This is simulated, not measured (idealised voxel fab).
The name of this process module is voxel capacitor over wiring.
FYI the section here is cut, 200 nm wide, cells are 5 nm squares.
Notation: cross-section as square-cell grid; stated in bands, top first, going down; one or more cell rows per band. It is stipulated that each band's entry specify, in nanometres, the height of the top of the band and then that of its bottom, followed by the materials of the band in left-to-right sequence, each together with its width in nanometres. A single material marked by the word "throughout" is understood to fill the band from edge to edge; the word "blank" is understood to denote empty space. Note: height 0 marks the level under which the wafer is uniformly one material as received. Lowest band unbounded below, written "top 0, no bottom". Width spec "30 to 40" -> top row of cells at first value, bottom row at second value, equal per-row change in between. Key: "no modifications" - step with no changed cell in the cross-section. The entry titled "Unvented cavities" provides the empty spaces that have no open way to the top, restricted to those of 8 cells or more. Each is presented as width x height at distance, the distance being measured from the left edge, with all three in nm. On a step's line, text after the settings is the simulator commenting on that step. When a step includes a mask, the "overlay nm" setting on its line states how far to the right of its planned place that mask lay, and negative values state how far to the left.
The steps planned for the process are as follows:
1,RECEIVE,material Si
2,CONFORMAL_DEP,material SiO2,thk nm 15
3,DIRECTIONAL_DEP,material TiN,thk nm 5
4,DIRECTIONAL_DEP,material Ru,thk nm 15
5,MASKED_ETCH,tone cover,mask id METAL_1,width nm 25,pitch nm 85,etch materials Ru,depth nm 15,overlay nm 0
6,MASKED_ETCH,tone cover,mask id METAL_1,width nm 25,pitch nm 85,etch materials TiN,depth nm 5,overlay nm 0
7,FILL_DEP,material lowk,thk nm 10
8,CMP,height nm 35
9,CONFORMAL_DEP,material SiCN,thk nm 5
10,DIRECTIONAL_DEP,material lowk,thk nm 20
11,MASKED_ETCH,tone open,mask id PLUG_1,width nm 15,etch materials lowk,depth nm 20,overlay nm 0
12,MASKED_ETCH,tone open,mask id PLUG_1,width nm 15,etch materials SiCN,depth nm 5,overlay nm 0
13,EPI,material Ru,thk nm 10
14,EPI,material Ru,thk nm 10
15,EPI,material Ru,thk nm 5
16,DIRECTIONAL_DEP,material TiN,thk nm 10
17,DIRECTIONAL_DEP,material Al2O3,thk nm 5
18,DIRECTIONAL_DEP,material TiN,thk nm 5
19,PATTERN,tone cover,mask id UPPER_PLATE,material resist,width nm 65,thk nm 15,overlay nm 0
20,DIRECTIONAL_ETCH,etch materials TiN,depth nm 5
21,DIRECTIONAL_ETCH,etch materials Al2O3,depth nm 5
22,STRIP,etch materials resist
23,PATTERN,tone cover,mask id LOWER_PLATE,material resist,width nm 75,thk nm 20,overlay nm 0
24,DIRECTIONAL_ETCH,etch materials TiN,depth nm 10
25,STRIP,etch materials resist
26,FILL_DEP,material SiO2,thk nm 15
27,CMP,height nm 90
28,DIRECTIONAL_DEP,material aC,thk nm 15
29,PATTERN,tone open,mask id PLUG_2,material resist,width nm 15,thk nm 30,overlay nm 0
30,DIRECTIONAL_ETCH,etch materials aC,depth nm 15
31,STRIP,etch materials resist
32,DIRECTIONAL_ETCH,etch materials SiO2,depth nm 10
33,STRIP,etch materials aC
34,CONFORMAL_DEP,material TiN,thk nm 5
35,FILL_DEP,material W,thk nm 10
36,CMP,height nm 90
37,CONFORMAL_DEP,material SiCN,thk nm 5
The cross-section here shows the wafer as received, i.e. in its state after step 1:
	top 0, no bottom: Si throughout
	Unvented cavities: none
Look at the cross-section after the module: the wafer started out the way shown above and the plan was the one shown above, yet one mistake was made along the way:
	top 95, bottom 90: SiCN throughout
	top 90, bottom 85: SiO2 (65); TiN (5); W (5); TiN (5); SiO2 (120)
	top 85, bottom 75: SiO2 (65 to 55); TiN (15 to 65); SiO2 (120 to 80)
	top 75, bottom 70: SiO2 (55); Al2O3 (65); SiO2 (80)
	top 70, bottom 60: SiO2 (50); TiN (75); SiO2 (75)
	top 60, bottom 40: lowk (55); Ru (15); lowk (130)
	top 40, bottom 35: SiCN (55); Ru (15); SiCN (130)
	top 35, bottom 20: lowk (45); Ru (25); lowk (60); Ru (25); lowk (45)
	top 20, bottom 5: SiO2 throughout
	top 5, bottom 0: TiN throughout
	top 0, no bottom: Si throughout
	Unvented cavities: none
It is concluded that the wafer was processed incorrectly with respect to the plan, in that ran 2 and 3 in swapped order versus the plan
